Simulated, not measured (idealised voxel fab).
The process module that follows is named voxel capacitor over wiring.
Cross-sectional view cut (width: 275 nm; square cell size: 5 nm).
Each cross-section below is a grid of square cells, stated as bands in top-down order, with one or more rows of cells making up each band. What a band's entry tells you: where the top is and where the bottom is, as heights in nm, and after that what lies inside, material by material from left to right, each with its width in nm. Empty space is written as the word "blank", and a single material marked with the word "throughout" occupies the band from edge to edge. Heads up on the height convention: 0 is the point under which the incoming wafer is all one material, and the lowest band has no bottom, it just keeps going down, like "top 0, no bottom". With a width like "30..40", each row of cells in the band differs from the next by the same amount, the top row carrying the first number and the bottom row the second. "no modifications" -> step changed no cross-section cell. The entry "Closed void roster" lists the empty spaces that cover at least 8 cells and have no open path to the top. Each is written as width x height at distance, where the distance is measured from the left edge and all three values are in nm. If you see something after the settings on a step's line, that's the simulator's own remark about that step. Among the settings permitted on a step's line is "overlay nm"; applied to a step with a mask, it specifies the extent to which the mask lay to the right of its planned position, whereas a negative figure signifies a position to the left.

Here's what the planned process steps look like:
- 1: RECEIVE | material Si
- 2: CONFORMAL_DEP | material SiO2 | thk nm 15
- 3: DIRECTIONAL_DEP | material TiN | thk nm 5
- 4: DIRECTIONAL_DEP | material Ru | thk nm 25
- 5: PATTERN | tone cover | mask id METAL_1 | material resist | width nm 30 | pitch nm 100 | thk nm 20 | overlay nm 0
- 6: DIRECTIONAL_ETCH | etch materials Ru | depth nm 25
- 7: DIRECTIONAL_ETCH | etch materials TiN | depth nm 5
- 8: STRIP | etch materials resist
- 9: FILL_DEP | material lowk | thk nm 10
- 10: CMP | height nm 45
- 11: CONFORMAL_DEP | material SiCN | thk nm 5
- 12: DIRECTIONAL_DEP | material SiO2 | thk nm 20
- 13: MASKED_ETCH | tone open | mask id PLUG_1 | width nm 15 | etch materials SiO2 | depth nm 20 | overlay nm 0
- 14: MASKED_ETCH | tone open | mask id PLUG_1 | width nm 15 | etch materials SiCN | depth nm 5 | overlay nm -15
- 15: CONFORMAL_DEP | material TiN | thk nm 5
- 16: FILL_DEP | material W | thk nm 10
- 17: CMP | height nm 70
- 18: DIRECTIONAL_DEP | material TiN | thk nm 5
- 19: DIRECTIONAL_DEP | material SiN | thk nm 5
- 20: DIRECTIONAL_DEP | material TiN | thk nm 5
- 21: PATTERN | tone cover | mask id UPPER_PLATE | material resist | width nm 75 | thk nm 15 | overlay nm 0
- 22: DIRECTIONAL_ETCH | etch materials TiN | depth nm 5
- 23: DIRECTIONAL_ETCH | etch materials SiN | depth nm 5
- 24: STRIP | etch materials resist
- 25: MASKED_ETCH | tone cover | mask id LOWER_PLATE | width nm 85 | etch materials TiN | depth nm 5 | overlay nm 0
- 26: FILL_DEP | material SiO2 | thk nm 20
- 27: CMP | height nm 100
- 28: DIRECTIONAL_DEP | material aC | thk nm 15
- 29: PATTERN | tone open | mask id PLUG_2 | material resist | width nm 15 | thk nm 35 | overlay nm 0
- 30: DIRECTIONAL_ETCH | etch materials aC | depth nm 15
- 31: STRIP | etch materials resist
- 32: DIRECTIONAL_ETCH | etch materials SiO2 | depth nm 15
- 33: STRIP | etch materials aC
- 34: CONFORMAL_DEP | material TiN | thk nm 5
- 35: FILL_DEP | material W | thk nm 10
- 36: CMP | height nm 100
- 37: CONFORMAL_DEP | material SiN | thk nm 5
The wafers in this document start out alike and differ in the overlay nm applied at step 14; the plan shows the value used for the first wafer.

Incoming state of the first of several wafers in cross-section: after step 1:
  top 0, no bottom: Si throughout
  Closed void roster: none

Where each wafer stands at the end of the module, a row apiece: cells of each material gained (+) or lost (-) since it was received, then closed voids:
overlay nm -15, +60 Ru, +55 SiCN, +70 SiN, +647 SiO2, +60 TiN, +5 W, +258 lowk, Closed void roster: none
overlay nm -10, +60 Ru, +54 SiCN, +70 SiN, +647 SiO2, +61 TiN, +5 W, +258 lowk, Closed void roster: none
overlay nm -5, +60 Ru, +53 SiCN, +70 SiN, +647 SiO2, +62 TiN, +5 W, +258 lowk, Closed void roster: none
overlay nm 0, +60 Ru, +52 SiCN, +70 SiN, +647 SiO2, +62 TiN, +6 W, +258 lowk, Closed void roster: none
overlay nm 5, +60 Ru, +53 SiCN, +70 SiN, +647 SiO2, +62 TiN, +5 W, +258 lowk, Closed void roster: none
overlay nm 10, +60 Ru, +54 SiCN, +70 SiN, +647 SiO2, +61 TiN, +5 W, +258 lowk, Closed void roster: none
overlay nm 15, +60 Ru, +55 SiCN, +70 SiN, +647 SiO2, +60 TiN, +5 W, +258 lowk, Closed void roster: none
